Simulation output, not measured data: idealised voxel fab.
Module name: voxel capacitor over wiring (process module)
Square cell edge 5 nm, section width 290 nm, ID cut.
Cross-section format: a grid of square cells, given as bands from top to bottom; each band is one or more rows of cells.
Band: top height; bottom height; in nm. Then, left to right: material with width in nm, for each material. "edge to edge": a single material spanning edge to edge. "air": empty space.
We count height from 0. Below that, the starting wafer is all one material. The lowest band never ends at the bottom but goes on down; see "z 0 and below" for how that is written.
A two-number width, for instance "30->40", indicates that the width is equal to the first number in the top row of the band and to the second number in the bottom row, and that it changes by a constant amount per row of cells.
Any step labelled "no change" changed none of the cells in the cross-section.
So "Listed closed voids" is basically the list of trapped voids: any empty space of 8 cells or more that can't reach the top through an opening. They're written width x height at distance, the distance being from the left edge, and it's all nm.
after a step's settings: what the simulator itself notes on the step
Steps that use a mask can have "overlay nm" on their line. It says how far the mask sat to the right of where it was meant to be. Negative means to the left.

**The planned process steps are enumerated hereunder**
| 1 | RECEIVE | material Si |
| 2 | CONFORMAL_DEP | material SiO2 | thk nm 15 |
| 3 | CONFORMAL_DEP | material SiN | thk nm 5 |
| 4 | DIRECTIONAL_DEP | material lowk | thk nm 25 |
| 5 | DIRECTIONAL_DEP | material aC | thk nm 10 |
| 6 | PATTERN | tone open | mask id METAL_1 | material resist | width nm 30 | pitch nm 85 | thk nm 30 | overlay nm 0 |
| 7 | DIRECTIONAL_ETCH | etch materials aC | depth nm 10 |
| 8 | STRIP | etch materials resist |
| 9 | DIRECTIONAL_ETCH | etch materials lowk | depth nm 25 |
| 10 | DIRECTIONAL_ETCH | etch materials SiN | depth nm 5 |
| 11 | STRIP | etch materials aC |
| 12 | CONFORMAL_DEP | material TiN | thk nm 5 |
| 13 | FILL_DEP | material W | thk nm 5 |
| 14 | CMP | height nm 45 |
| 15 | CONFORMAL_DEP | material SiCN | thk nm 5 |
| 16 | DIRECTIONAL_DEP | material SiO2 | thk nm 15 |
| 17 | MASKED_ETCH | tone open | mask id PLUG_1 | width nm 15 | etch materials SiO2 | depth nm 15 | overlay nm 0 |
| 18 | MASKED_ETCH | tone open | mask id PLUG_1 | width nm 15 | etch materials SiCN | depth nm 5 | overlay nm 0 |
| 19 | EPI | material Ru | thk nm 10 |
| 20 | EPI | material Ru | thk nm 10 |
| 21 | DIRECTIONAL_DEP | material TiN | thk nm 5 |
| 22 | DIRECTIONAL_DEP | material HfO2 | thk nm 5 |
| 23 | DIRECTIONAL_DEP | material TiN | thk nm 10 |
| 24 | MASKED_ETCH | tone cover | mask id UPPER_PLATE | width nm 60 | etch materials TiN | depth nm 10 | overlay nm 0 |
| 25 | MASKED_ETCH | tone cover | mask id UPPER_PLATE | width nm 60 | etch materials HfO2 | depth nm 5 | overlay nm 0 |
| 26 | DIRECTIONAL_DEP | material aC | thk nm 10 |
| 27 | PATTERN | tone cover | mask id LOWER_PLATE | material resist | width nm 70 | thk nm 25 | overlay nm 0 |
| 28 | DIRECTIONAL_ETCH | etch materials aC | depth nm 10 |
| 29 | STRIP | etch materials resist |
| 30 | DIRECTIONAL_ETCH | etch materials TiN | depth nm 5 |
| 31 | STRIP | etch materials aC |
| 32 | FILL_DEP | material SiO2 | thk nm 20 |
| 33 | CMP | height nm 100 |
| 34 | DIRECTIONAL_DEP | material aC | thk nm 15 |
| 35 | PATTERN | tone open | mask id PLUG_2 | material resist | width nm 15 | thk nm 30 | overlay nm 0 |
| 36 | DIRECTIONAL_ETCH | etch materials aC | depth nm 15 |
| 37 | STRIP | etch materials resist |
| 38 | DIRECTIONAL_ETCH | etch materials SiO2 | depth nm 15 |
| 39 | STRIP | etch materials aC |
| 40 | CONFORMAL_DEP | material TiN | thk nm 5 |
| 41 | FILL_DEP | material Cu | thk nm 5 |
| 42 | CMP | height nm 100 |
| 43 | CONFORMAL_DEP | material SiN | thk nm 5 |

**Incoming wafer, cross-sectional view, post step 1**
	z 0 and below: Si edge to edge
	Listed closed voids: none

**First of two wafers: cross-section at end of module, run per plan**
	z 105 to 100: SiN edge to edge
	z 100 to 90: SiO2: 110; TiN: 5; Cu: 5; TiN: 5; SiO2: 165
	z 90 to 85: SiO2: 110; TiN: 15; SiO2: 165
	z 85 to 75: SiO2: 100; TiN: 60; SiO2: 130
	z 75 to 70: SiO2: 100; HfO2: 60; SiO2: 130
	z 70 to 65: SiO2: 95; TiN: 70; SiO2: 125
	z 65 to 50: SiO2: 100; Ru: 15; SiO2: 175
	z 50 to 45: SiCN: 100; Ru: 15; SiCN: 175
	z 45 to 20: lowk: 85; TiN: 5; W: 20; TiN: 5; lowk: 55; TiN: 5; W: 20; TiN: 5; lowk: 90
	z 20 to 15: SiN: 85; TiN: 30; SiN: 55; TiN: 30; SiN: 90
	z 15 to 0: SiO2 edge to edge
	z 0 and below: Si edge to edge
	Listed closed voids: none

**Presented here is a cross-section of the second of the two wafers as it stood at the end of the module. It was started in the same manner and assigned the same plan as the first wafer; however, one mistake was made in its execution**
	z 105 to 100: SiN edge to edge
	z 100 to 90: SiO2: 110; TiN: 5; Cu: 5; TiN: 5; SiO2: 165
	z 90 to 85: SiO2: 110; TiN: 15; SiO2: 165
	z 85 to 75: SiO2: 100; TiN: 60; SiO2: 130
	z 75 to 70: SiO2: 100; HfO2: 60; SiO2: 130
	z 70 to 65: SiO2: 95; TiN: 70; SiO2: 125
	z 65 to 50: SiO2: 100; Ru: 15; SiO2: 175
	z 50 to 45: SiCN: 100; Ru: 15; SiCN: 175
	z 45 to 40: TiN: 90; W: 20; TiN: 65; W: 20; TiN: 95
	z 40 to 20: lowk: 85; TiN: 5; W: 20; TiN: 5; lowk: 55; TiN: 5; W: 20; TiN: 5; lowk: 90
	z 20 to 15: lowk: 85; TiN: 30; lowk: 55; TiN: 30; lowk: 90
	z 15 to 0: SiO2 edge to edge
	z 0 and below: Si edge to edge
	Listed closed voids: none
Short version of what went wrong: skipped: plan step 3 (never run)
End check, counted in cells, second wafer has more or fewer of these materials than the first: SiN -46 | TiN +46
